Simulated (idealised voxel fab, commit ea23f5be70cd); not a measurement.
process module | voxel transistor to metal
Square cell edge 5 nm, section width 140 nm, ID cut.
If you're reading a cross-section in this doc, picture square cells in a grid; it comes to you as bands, top ones listed first down to the bottom, and a band can be one or more rows of cells. Heights first: top, then bottom, in nm. Then materials, left to right, each with a width in nm. "full width" on a single material: fills the band edge to edge. "blank": empty space. Beneath 0, the wafer as received is one material, and that level is where height counting begins. The lowest band goes on downward without a bottom; it is written like "0..down". You'd read "30 to 40" like this: the band's top row of cells is as wide as the first number, its bottom row is as wide as the second, and going down, every row changes width by the same amount as the row before did. "no modifications" after a step means that no cell of the cross-section changed. Closed-off voids of 8+ cells (no open route to the top) go in "Cavities, closed", written width x height at distance from the left edge, in nm. Read whatever lies past the settings on a step's line as the simulator's own remark about the step. The optional step-line setting "overlay nm" applies to steps with a mask and quantifies how far to the right of its planned location the mask lay, a negative value indicating leftward placement.
[So here's the lineup of process steps we planned]
| 1 | RECEIVE | material Si |
| 2 | OXIDIZE | depth nm 5 |
| 3 | CONFORMAL_DEP | material SiN | thk nm 15 |
| 4 | MASKED_ETCH | tone cover | mask id ACTIVE | width nm 110 | etch materials SiN | depth nm 15 | overlay nm 0 |
| 5 | MASKED_ETCH | tone cover | mask id ACTIVE | width nm 110 | etch materials SiO2 | depth nm 5 | overlay nm 0 |
| 6 | MASKED_ETCH | tone cover | mask id ACTIVE | width nm 110 | etch materials Si | depth nm 35 | overlay nm 0 |
| 7 | FILL_DEP | material SiO2 | thk nm 5 |
| 8 | CMP | height nm 15 |
| 9 | SELECTIVE_ETCH | etch materials SiO2 | depth nm 10 |
| 10 | STRIP | etch materials SiN |
| 11 | SELECTIVE_ETCH | etch materials SiO2 | depth nm 5 |
| 12 | OXIDIZE | depth nm 5 |
| 13 | DIRECTIONAL_DEP | material polySi | thk nm 30 |
| 14 | DIRECTIONAL_DEP | material SiCN | thk nm 15 |
| 15 | DIRECTIONAL_DEP | material aC | thk nm 10 |
| 16 | PATTERN | tone cover | mask id GATE | material resist | width nm 20 | thk nm 25 | overlay nm 0 |
| 17 | DIRECTIONAL_ETCH | etch materials aC | depth nm 10 |
| 18 | STRIP | etch materials resist |
| 19 | DIRECTIONAL_ETCH | etch materials SiCN | depth nm 25 |
| 20 | DIRECTIONAL_ETCH | etch materials polySi | depth nm 40 |
| 21 | STRIP | etch materials aC |
| 22 | CONFORMAL_DEP | material SiO2 | thk nm 5 |
| 23 | DIRECTIONAL_ETCH | etch materials SiO2 | depth nm 5 |
| 24 | CONFORMAL_DEP | material SiN | thk nm 5 |
| 25 | DIRECTIONAL_ETCH | etch materials SiN | depth nm 5 |
| 26 | DIRECTIONAL_ETCH | etch materials SiO2 | depth nm 5 |
| 27 | DIRECTIONAL_ETCH | etch materials Si | depth nm 10 |
| 28 | EPI | material SiGe | thk nm 15 |
| 29 | FILL_DEP | material SiO2 | thk nm 5 |
| 30 | CMP | height nm 40 |
| 31 | DIRECTIONAL_DEP | material SiO2 | thk nm 15 |
| 32 | DIRECTIONAL_DEP | material aC | thk nm 15 |
| 33 | PATTERN | tone open | mask id CONTACT | material resist | width nm 20 | pitch nm 80 | thk nm 30 | overlay nm 0 |
| 34 | DIRECTIONAL_ETCH | etch materials aC | depth nm 15 |
| 35 | STRIP | etch materials resist |
| 36 | DIRECTIONAL_ETCH | etch materials SiO2 | depth nm 50 |
| 37 | STRIP | etch materials aC |
| 38 | CONFORMAL_DEP | material TiN | thk nm 5 |
| 39 | FILL_DEP | material Ru | thk nm 10 |
| 40 | CMP | height nm 55 |
| 41 | CONFORMAL_DEP | material SiCN | thk nm 5 |
| 42 | DIRECTIONAL_DEP | material SiO2 | thk nm 15 |
| 43 | DIRECTIONAL_DEP | material aC | thk nm 15 |
| 44 | PATTERN | tone open | mask id METAL_1 | material resist | width nm 20 | pitch nm 80 | thk nm 35 | overlay nm -5 |
| 45 | DIRECTIONAL_ETCH | etch materials aC | depth nm 15 |
| 46 | STRIP | etch materials resist |
| 47 | DIRECTIONAL_ETCH | etch materials SiO2 | depth nm 15 |
| 48 | DIRECTIONAL_ETCH | etch materials SiCN | depth nm 5 |
| 49 | STRIP | etch materials aC |
| 50 | CONFORMAL_DEP | material TiN | thk nm 5 |
| 51 | FILL_DEP | material W | thk nm 10 |
| 52 | CMP | height nm 75 |
| 53 | CONFORMAL_DEP | material SiCN | thk nm 5 |
Where the wafers of this document differ is in the overlay nm of step 44; they start out the same, and the plan states the value that applied to the first wafer.
[Received wafers, first of several: cross-section after step 1]
* 0..down | Si full width
* Cavities, closed: none
[First wafer of several, cross-section, module end, after step 53 (last)]
* 80..75 | SiCN full width
* 75..60 | SiO2: 15, then TiN: 5, then W: 10, then TiN: 5, then SiO2: 60, then TiN: 5, then W: 10, then TiN: 5, then SiO2: 25
* 60..55 | SiCN: 15, then TiN: 20, then SiCN: 60, then TiN: 20, then SiCN: 25
* 55..40 | SiO2: 20, then TiN: 5, then Ru: 10, then TiN: 5, then SiO2: 60, then TiN: 5, then Ru: 10, then TiN: 5, then SiO2: 20
* 40..25 | SiO2: 20, then TiN: 5, then Ru: 10, then TiN: 5, then SiO2: 10, then SiN: 5, then SiO2: 5, then SiCN: 20, then SiO2: 5, then SiN: 5, then SiO2: 10, then TiN: 5, then Ru: 10, then TiN: 5, then SiO2: 20
* 25..10 | SiO2: 20, then TiN: 5, then Ru: 10, then TiN: 5, then SiO2: 10, then SiN: 5, then SiO2: 5, then polySi: 20, then SiO2: 5, then SiN: 5, then SiO2: 10, then TiN: 5, then Ru: 10, then TiN: 5, then SiO2: 20
* 10..5 | SiO2: 20, then TiN: 20, then SiO2: 10, then SiN: 5, then SiO2: 5, then polySi: 20, then SiO2: 5, then SiN: 5, then SiO2: 10, then TiN: 20, then SiO2: 20
* 5..0 | SiO2: 15, then SiGe: 35, then SiN: 5, then SiO2: 5, then polySi: 20, then SiO2: 5, then SiN: 5, then SiGe: 35, then SiO2: 15
* 0..-5 | SiO2: 15, then SiN: 5, then SiGe: 30, then SiN: 5, then SiO2: 5, then polySi: 20, then SiO2: 5, then SiN: 5, then SiGe: 30, then SiN: 5, then SiO2: 15
* -5..-10 | SiO2: 20, then SiGe: 30, then SiO2: 40, then SiGe: 30, then SiO2: 20
* -10..-20 | SiO2: 15, then Si: 5, then SiGe: 30, then Si: 40, then SiGe: 30, then Si: 5, then SiO2: 15
* -20..-40 | SiO2: 15, then Si: 110, then SiO2: 15
* -40..down | Si full width
* Cavities, closed: none
[Of the several wafers, the last: cross-section at the end of the module]
* 80..75 | SiCN full width
* 75..60 | SiO2: 25, then TiN: 5, then W: 10, then TiN: 5, then SiO2: 60, then TiN: 5, then W: 10, then TiN: 5, then SiO2: 15
* 60..55 | SiCN: 25, then TiN: 20, then SiCN: 60, then TiN: 20, then SiCN: 15
* 55..40 | SiO2: 20, then TiN: 5, then Ru: 10, then TiN: 5, then SiO2: 60, then TiN: 5, then Ru: 10, then TiN: 5, then SiO2: 20
* 40..25 | SiO2: 20, then TiN: 5, then Ru: 10, then TiN: 5, then SiO2: 10, then SiN: 5, then SiO2: 5, then SiCN: 20, then SiO2: 5, then SiN: 5, then SiO2: 10, then TiN: 5, then Ru: 10, then TiN: 5, then SiO2: 20
* 25..10 | SiO2: 20, then TiN: 5, then Ru: 10, then TiN: 5, then SiO2: 10, then SiN: 5, then SiO2: 5, then polySi: 20, then SiO2: 5, then SiN: 5, then SiO2: 10, then TiN: 5, then Ru: 10, then TiN: 5, then SiO2: 20
* 10..5 | SiO2: 20, then TiN: 20, then SiO2: 10, then SiN: 5, then SiO2: 5, then polySi: 20, then SiO2: 5, then SiN: 5, then SiO2: 10, then TiN: 20, then SiO2: 20
* 5..0 | SiO2: 15, then SiGe: 35, then SiN: 5, then SiO2: 5, then polySi: 20, then SiO2: 5, then SiN: 5, then SiGe: 35, then SiO2: 15
* 0..-5 | SiO2: 15, then SiN: 5, then SiGe: 30, then SiN: 5, then SiO2: 5, then polySi: 20, then SiO2: 5, then SiN: 5, then SiGe: 30, then SiN: 5, then SiO2: 15
* -5..-10 | SiO2: 20, then SiGe: 30, then SiO2: 40, then SiGe: 30, then SiO2: 20
* -10..-20 | SiO2: 15, then Si: 5, then SiGe: 30, then Si: 40, then SiGe: 30, then Si: 5, then SiO2: 15
* -20..-40 | SiO2: 15, then Si: 110, then SiO2: 15
* -40..down | Si full width
* Cavities, closed: none
[Quick key for the table: a row per wafer, taken at the end of the module. For each material it tells you how many cells the wafer gained (+) or lost (-) since it came in, and the closed voids come after]
overlay nm -5, +36 Ru, -116 Si, +60 SiCN, +62 SiGe, +20 SiN, +286 SiO2, +64 TiN, +12 W, +24 polySi, Cavities, closed: none
overlay nm 0, +36 Ru, -116 Si, +60 SiCN, +62 SiGe, +20 SiN, +286 SiO2, +64 TiN, +12 W, +24 polySi, Cavities, closed: none
overlay nm 5, +36 Ru, -116 Si, +60 SiCN, +62 SiGe, +20 SiN, +286 SiO2, +64 TiN, +12 W, +24 polySi, Cavities, closed: none
